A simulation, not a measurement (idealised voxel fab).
Process module, titled voxel air gaps
The width of the displayed cross-section, cut, is 220 nm; its cells are square, with a size of 5 nm.
For the purposes of this document, a cross-section shall be understood as a grid of square cells, specified as bands listed in top-to-bottom order, each band consisting of one or more rows of cells. A band entry consists of two parts. The first gives the height of the band's top and the height of its bottom, in nm. The rest lists the band's materials from left to right, each with its width in nm. A single material labelled with the word "all across" fills the band from edge to edge, and the word "empty" marks empty space. Measure heights from 0. That's the level where, below it, the as-received wafer is all one material. The lowest band is bottomless and extends downward; write it as in "top 0, no bottom". Per-row width for "30 to 40": begins at first number (top row of band), ends at second number (bottom row), increment between rows held constant. When a step is marked "left unchanged", none of the cells in the cross-section changed during that step. This entry, "Catalogued sealed voids", enumerates those empty regions of no fewer than 8 cells that possess no open connection to the top. Each region is reported in the form width x height at distance, the distance being taken from the left edge, with all three quantities expressed in nm. Past the settings on a step's line: simulator remark, on that step. "overlay nm" denotes, for a step that has a mask, the displacement of the mask to the right of its planned place, with negative values corresponding to the left.
-- Here's what the planned process steps look like
1. RECEIVE | material Si
2. CONFORMAL_DEP | material SiO2 | thk nm 10
3. CONFORMAL_DEP | material SiN | thk nm 5
4. DIRECTIONAL_DEP | material SiO2 | thk nm 40
5. MASKED_ETCH | tone open | mask id LINES | width nm 15 | pitch nm 40 | etch materials SiO2 | depth nm 40 | overlay nm 0
6. CONFORMAL_DEP | material TiN | thk nm 5
7. FILL_DEP | material Ru | thk nm 5
8. CMP | height nm 55
9. EPI | material Ru | thk nm 10
10. SELECTIVE_ETCH | etch materials SiO2 | depth nm 50
11. CONFORMAL_DEP | material SiCN | thk nm 5
-- Below: the first of two wafers, run as planned
-- Delivered wafer in cross-section: state after step 1
    top 0, no bottom  Si all across
    Catalogued sealed voids: none
-- Wafer xsec, post step 2
    top 10, bottom 0  SiO2 all across
    All layers under 0 are left as they were.
-- Wafer xsec, post step 3
    top 15, bottom 10  SiN all across
    All layers under 10 are left as they were.
-- Wafer xsec, post step 4
    top 55, bottom 15  SiO2 all across
    All layers under 15 are left as they were.
-- Wafer xsec, post step 5
    top 55, bottom 15  60 of SiO2 | 15 of empty | 25 of SiO2 | 15 of empty | 25 of SiO2 | 15 of empty | 65 of SiO2
    All layers under 15 are left as they were.
-- Wafer xsec, post step 6
    top 60, bottom 55  65 of TiN | 5 of empty | 35 of TiN | 5 of empty | 35 of TiN | 5 of empty | 70 of TiN
    top 55, bottom 20  60 of SiO2 | 5 of TiN | 5 of empty | 5 of TiN | 25 of SiO2 | 5 of TiN | 5 of empty | 5 of TiN | 25 of SiO2 | 5 of TiN | 5 of empty | 5 of TiN | 65 of SiO2
    top 20, bottom 15  60 of SiO2 | 15 of TiN | 25 of SiO2 | 15 of TiN | 25 of SiO2 | 15 of TiN | 65 of SiO2
    All layers under 15 are left as they were.
-- Wafer xsec, post step 7
    top 65, bottom 60  Ru all across
    top 60, bottom 55  65 of TiN | 5 of Ru | 35 of TiN | 5 of Ru | 35 of TiN | 5 of Ru | 70 of TiN
    top 55, bottom 20  60 of SiO2 | 5 of TiN | 5 of Ru | 5 of TiN | 25 of SiO2 | 5 of TiN | 5 of Ru | 5 of TiN | 25 of SiO2 | 5 of TiN | 5 of Ru | 5 of TiN | 65 of SiO2
    All layers under 20 are left as they were.
-- Wafer xsec, post step 8
    top 55, bottom 20  60 of SiO2 | 5 of TiN | 5 of Ru | 5 of TiN | 25 of SiO2 | 5 of TiN | 5 of Ru | 5 of TiN | 25 of SiO2 | 5 of TiN | 5 of Ru | 5 of TiN | 65 of SiO2
    All layers under 20 are left as they were.
-- Wafer xsec, post step 9
    top 65, bottom 55  50 of empty | 35 of Ru | 5 of empty | 35 of Ru | 5 of empty | 35 of Ru | 55 of empty
    All layers under 55 are left as they were.
-- Wafer xsec, post step 10
    top 65, bottom 55  50 of empty | 35 of Ru | 5 of empty | 35 of Ru | 5 of empty | 35 of Ru | 55 of empty
    top 55, bottom 20  60 of empty | 5 of TiN | 5 of Ru | 5 of TiN | 25 of empty | 5 of TiN | 5 of Ru | 5 of TiN | 25 of empty | 5 of TiN | 5 of Ru | 5 of TiN | 65 of empty
    top 20, bottom 15  60 of empty | 15 of TiN | 25 of empty | 15 of TiN | 25 of empty | 15 of TiN | 65 of empty
    All layers under 15 are left as they were.
-- Wafer xsec, post step 11
    top 70, bottom 65  45 of empty | 125 of SiCN | 50 of empty
    top 65, bottom 55  45 of empty | 5 of SiCN | 35 of Ru | 5 of SiCN | 35 of Ru | 5 of SiCN | 35 of Ru | 5 of SiCN | 50 of empty
    top 55, bottom 50  45 of empty | 15 of SiCN | 5 of TiN | 5 of Ru | 5 of TiN | 25 of SiCN | 5 of TiN | 5 of Ru | 5 of TiN | 25 of SiCN | 5 of TiN | 5 of Ru | 5 of TiN | 15 of SiCN | 50 of empty
    top 50, bottom 20  55 of empty | 5 of SiCN | 5 of TiN | 5 of Ru | 5 of TiN | 5 of SiCN | 15 of empty | 5 of SiCN | 5 of TiN | 5 of Ru | 5 of TiN | 5 of SiCN | 15 of empty | 5 of SiCN | 5 of TiN | 5 of Ru | 5 of TiN | 5 of SiCN | 60 of empty
    top 20, bottom 15  60 of SiCN | 15 of TiN | 25 of SiCN | 15 of TiN | 25 of SiCN | 15 of TiN | 65 of SiCN
    All layers under 15 are left as they were.
    Catalogued sealed voids: 15 x 30 at 80; 15 x 30 at 120
-- Companion wafer, the second of two: same beginning, same intended sequence, one mistake in carrying it out; through step 4 inclusive it tracks the first exactly
-- Cross-section, second wafer, at the end time the plan gives for step 5
    top 55, bottom 15  55 of SiO2 | 25 of empty | 15 of SiO2 | 25 of empty | 15 of SiO2 | 25 of empty | 60 of SiO2
    All layers under 15 are left as they were.
-- Cross-section, second wafer, at the end time the plan gives for step 6
    top 60, bottom 55  60 of TiN | 15 of empty | 25 of TiN | 15 of empty | 25 of TiN | 15 of empty | 65 of TiN
    top 55, bottom 20  55 of SiO2 | 5 of TiN | 15 of empty | 5 of TiN | 15 of SiO2 | 5 of TiN | 15 of empty | 5 of TiN | 15 of SiO2 | 5 of TiN | 15 of empty | 5 of TiN | 60 of SiO2
    top 20, bottom 15  55 of SiO2 | 25 of TiN | 15 of SiO2 | 25 of TiN | 15 of SiO2 | 25 of TiN | 60 of SiO2
    All layers under 15 are left as they were.
-- Cross-section, second wafer, at the end time the plan gives for step 7
    top 65, bottom 60  Ru all across
    top 60, bottom 55  60 of TiN | 15 of Ru | 25 of TiN | 15 of Ru | 25 of TiN | 15 of Ru | 65 of TiN
    top 55, bottom 20  55 of SiO2 | 5 of TiN | 15 of Ru | 5 of TiN | 15 of SiO2 | 5 of TiN | 15 of Ru | 5 of TiN | 15 of SiO2 | 5 of TiN | 15 of Ru | 5 of TiN | 60 of SiO2
    All layers under 20 are left as they were.
-- Cross-section, second wafer, at the end time the plan gives for step 8
    top 55, bottom 20  55 of SiO2 | 5 of TiN | 15 of Ru | 5 of TiN | 15 of SiO2 | 5 of TiN | 15 of Ru | 5 of TiN | 15 of SiO2 | 5 of TiN | 15 of Ru | 5 of TiN | 60 of SiO2
    All layers under 20 are left as they were.
-- Cross-section, second wafer, at the end time the plan gives for step 9
    top 65, bottom 55  45 of empty | 125 of Ru | 50 of empty
    All layers under 55 are left as they were.
-- Cross-section, second wafer, at the end time the plan gives for step 10
    top 65, bottom 55  45 of empty | 125 of Ru | 50 of empty
    top 55, bottom 20  55 of empty | 5 of TiN | 15 of Ru | 5 of TiN | 15 of SiO2 | 5 of TiN | 15 of Ru | 5 of TiN | 15 of SiO2 | 5 of TiN | 15 of Ru | 5 of TiN | 60 of empty
    top 20, bottom 15  55 of empty | 25 of TiN | 15 of SiO2 | 25 of TiN | 15 of SiO2 | 25 of TiN | 60 of empty
    All layers under 15 are left as they were.
-- Cross-section, second wafer, at the end time the plan gives for step 11
    top 70, bottom 65  40 of empty | 135 of SiCN | 45 of empty
    top 65, bottom 55  40 of empty | 5 of SiCN | 125 of Ru | 5 of SiCN | 45 of empty
    top 55, bottom 50  40 of empty | 15 of SiCN | 5 of TiN | 15 of Ru | 5 of TiN | 15 of SiO2 | 5 of TiN | 15 of Ru | 5 of TiN | 15 of SiO2 | 5 of TiN | 15 of Ru | 5 of TiN | 15 of SiCN | 45 of empty
    top 50, bottom 20  50 of empty | 5 of SiCN | 5 of TiN | 15 of Ru | 5 of TiN | 15 of SiO2 | 5 of TiN | 15 of Ru | 5 of TiN | 15 of SiO2 | 5 of TiN | 15 of Ru | 5 of TiN | 5 of SiCN | 55 of empty
    top 20, bottom 15  55 of SiCN | 25 of TiN | 15 of SiO2 | 25 of TiN | 15 of SiO2 | 25 of TiN | 60 of SiCN
    All layers under 15 are left as they were.
Deviation from plan: step 5, actual vs plan mismatch, actual run MASKED_ETCH | tone open | mask id LINES | width nm 25 | pitch nm 40 | etch materials SiO2 | depth nm 40 | overlay nm 0
Final comparison by cell count, materials where the second wafer has more or fewer than the first: +50 Ru, -48 SiCN, +48 SiO2, +6 TiN
Closed void count at end of process - first wafer: 2; second wafer: 0.
